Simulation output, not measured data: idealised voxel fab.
process module | voxel ribs on slabs
cross-section cut | 175 nm wide | cells 5 nm
A cross-section is a grid of square cells, given in bands from the top down. A band is one or more rows of cells.
Each band's line starts with the height of the band's top and of its bottom, in nm. Then come its materials from left to right, each with its width in nm. One material with "throughout" fills the band from edge to edge. "air" is empty space.
Height 0 is the level under which the wafer as received is all one material. The lowest band goes on downwards, as in "0 down".
A width such as "30 to 40" changes by the same amount from each row of cells to the next, from the band's top row to its bottom row.
"no change" after a step means that no cell of the cross-section changed.
closed voids: empty space of 8 cells or more with no open way to the top, each as width x height at its distance from the left edge, in nm
after a step's settings: what the simulator itself notes on the step
overlay nm, on a step with a mask: how far to the right of its planned place the mask lay; to the left if negative
plan
1 op RECEIVE | material Si
2 op DIRECTIONAL_DEP | material SiO2 | thk nm 25
3 op DIRECTIONAL_DEP | material SiN | thk nm 15
4 op MASKED_ETCH | tone cover | mask id RIB | width nm 30 | etch materials SiN | depth nm 10 | overlay nm 0
5 op DIRECTIONAL_DEP | material aC | thk nm 10
6 op PATTERN | tone cover | mask id SLAB | material resist | width nm 60 | thk nm 30 | overlay nm 0
7 op DIRECTIONAL_ETCH | etch materials aC | depth nm 10
8 op STRIP | etch materials resist
9 op DIRECTIONAL_ETCH | etch materials SiN | depth nm 5
10 op STRIP | etch materials aC
11 op FILL_DEP | material SiO2 | thk nm 20
12 op CMP | height nm 55
13 op DIRECTIONAL_DEP | material TiN | thk nm 10
14 op MASKED_ETCH | tone cover | mask id HEATER | width nm 40 | etch materials TiN | depth nm 10 | overlay nm 0
15 op CONFORMAL_DEP | material SiN | thk nm 10
as received, after step 1
  0 down: Si throughout
  closed voids: none
a wafer at the end: this start, this plan, one mistake
  75 to 65: air 55 | SiN 60 | air 60
  65 to 55: SiN 65 | TiN 40 | SiN 70
  55 to 45: SiO2 70 | SiN 30 | SiO2 75
  45 to 40: SiO2 55 | SiN 60 | SiO2 60
  40 to 25: SiN throughout
  25 to 0: SiO2 throughout
  0 down: Si throughout
  closed voids: none
what went wrong: step 3 was run twice
